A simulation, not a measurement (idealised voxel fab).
process module | voxel fin reveal
cross-section cut | 295 nm wide | cells 5 nm
A cross-section is a grid of square cells, given in bands from the top down. A band is one or more rows of cells.
Each band's line starts with the height of the band's top and of its bottom, in nm. Then come its materials from left to right, each with its width in nm. One material with "throughout" fills the band from edge to edge. "air" is empty space.
Height 0 is the level under which the wafer as received is all one material. The lowest band goes on downwards, as in "0 down".
A width such as "30 to 40" changes by the same amount from each row of cells to the next, from the band's top row to its bottom row.
"no change" after a step means that no cell of the cross-section changed.
closed voids: empty space of 8 cells or more with no open way to the top, each as width x height at its distance from the left edge, in nm
after a step's settings: what the simulator itself notes on the step
overlay nm, on a step with a mask: how far to the right of its planned place the mask lay; to the left if negative
plan
1 op RECEIVE | material Si
2 op CONFORMAL_DEP | material SiN | thk nm 10
3 op MASKED_ETCH | tone cover | mask id FINS | width nm 15 | pitch nm 40 | etch materials SiN | depth nm 10 | overlay nm 0
4 op MASKED_ETCH | tone cover | mask id FINS | width nm 15 | pitch nm 40 | etch materials Si | depth nm 30 | overlay nm 0
5 op FILL_DEP | material SiO2 | thk nm 5
6 op CMP | height nm 10
7 op SELECTIVE_ETCH | etch materials SiO2 | depth nm 30
8 op STRIP | etch materials SiN
9 op CONFORMAL_DEP | material HfO2 | thk nm 5
first wafer, as planned
as received, after step 1
  0 down: Si throughout
  closed voids: none
after step 2
  10 to 0: SiN throughout
  below 0: unchanged
after step 3
  10 to 0: air 100 | SiN 15 | air 25 | SiN 15 | air 25 | SiN 15 | air 100
  below 0: unchanged
after step 4
  10 to 0: air 100 | SiN 15 | air 25 | SiN 15 | air 25 | SiN 15 | air 100
  0 to -30: air 100 | Si 15 | air 25 | Si 15 | air 25 | Si 15 | air 100
  below -30: unchanged
after step 5
  15 to 10: SiO2 throughout
  10 to 0: SiO2 100 | SiN 15 | SiO2 25 | SiN 15 | SiO2 25 | SiN 15 | SiO2 100
  0 to -30: SiO2 100 | Si 15 | SiO2 25 | Si 15 | SiO2 25 | Si 15 | SiO2 100
  below -30: unchanged
after step 6
  10 to 0: SiO2 100 | SiN 15 | SiO2 25 | SiN 15 | SiO2 25 | SiN 15 | SiO2 100
  below 0: unchanged
after step 7
  10 to 0: air 100 | SiN 15 | air 25 | SiN 15 | air 25 | SiN 15 | air 100
  0 to -20: air 100 | Si 15 | air 25 | Si 15 | air 25 | Si 15 | air 100
  below -20: unchanged
after step 8
  0 to -20: air 100 | Si 15 | air 25 | Si 15 | air 25 | Si 15 | air 100
  below -20: unchanged
after step 9
  5 to 0: air 95 | HfO2 25 | air 15 | HfO2 25 | air 15 | HfO2 25 | air 95
  0 to -15: air 95 | HfO2 5 | Si 15 | HfO2 5 | air 15 | HfO2 5 | Si 15 | HfO2 5 | air 15 | HfO2 5 | Si 15 | HfO2 5 | air 95
  -15 to -20: HfO2 100 | Si 15 | HfO2 25 | Si 15 | HfO2 25 | Si 15 | HfO2 100
  below -20: unchanged
second wafer: like start, like plan, one mistake. Through step 3 it matches the first wafer
when step 4 should have ended
  10 to 0: air 100 | SiN 15 | air 25 | SiN 15 | air 25 | SiN 15 | air 100
  0 to -25: air 100 | Si 15 | air 25 | Si 15 | air 25 | Si 15 | air 100
  below -25: unchanged
when step 5 should have ended
  15 to 10: SiO2 throughout
  10 to 0: SiO2 100 | SiN 15 | SiO2 25 | SiN 15 | SiO2 25 | SiN 15 | SiO2 100
  0 to -25: SiO2 100 | Si 15 | SiO2 25 | Si 15 | SiO2 25 | Si 15 | SiO2 100
  below -25: unchanged
when step 6 should have ended
  10 to 0: SiO2 100 | SiN 15 | SiO2 25 | SiN 15 | SiO2 25 | SiN 15 | SiO2 100
  below 0: unchanged
when step 7 should have ended
  10 to 0: air 100 | SiN 15 | air 25 | SiN 15 | air 25 | SiN 15 | air 100
  0 to -20: air 100 | Si 15 | air 25 | Si 15 | air 25 | Si 15 | air 100
  below -20: unchanged
when step 8 should have ended
  0 to -20: air 100 | Si 15 | air 25 | Si 15 | air 25 | Si 15 | air 100
  below -20: unchanged
when step 9 should have ended
  5 to 0: air 95 | HfO2 25 | air 15 | HfO2 25 | air 15 | HfO2 25 | air 95
  0 to -15: air 95 | HfO2 5 | Si 15 | HfO2 5 | air 15 | HfO2 5 | Si 15 | HfO2 5 | air 15 | HfO2 5 | Si 15 | HfO2 5 | air 95
  -15 to -20: HfO2 100 | Si 15 | HfO2 25 | Si 15 | HfO2 25 | Si 15 | HfO2 100
  below -20: unchanged
what went wrong: step 4 ran as: op MASKED_ETCH | tone cover | mask id FINS | width nm 15 | pitch nm 40 | etch materials Si | depth nm 25 | overlay nm 0
at the end the second wafer has, in cells: 50 more of Si | 50 fewer of SiO2
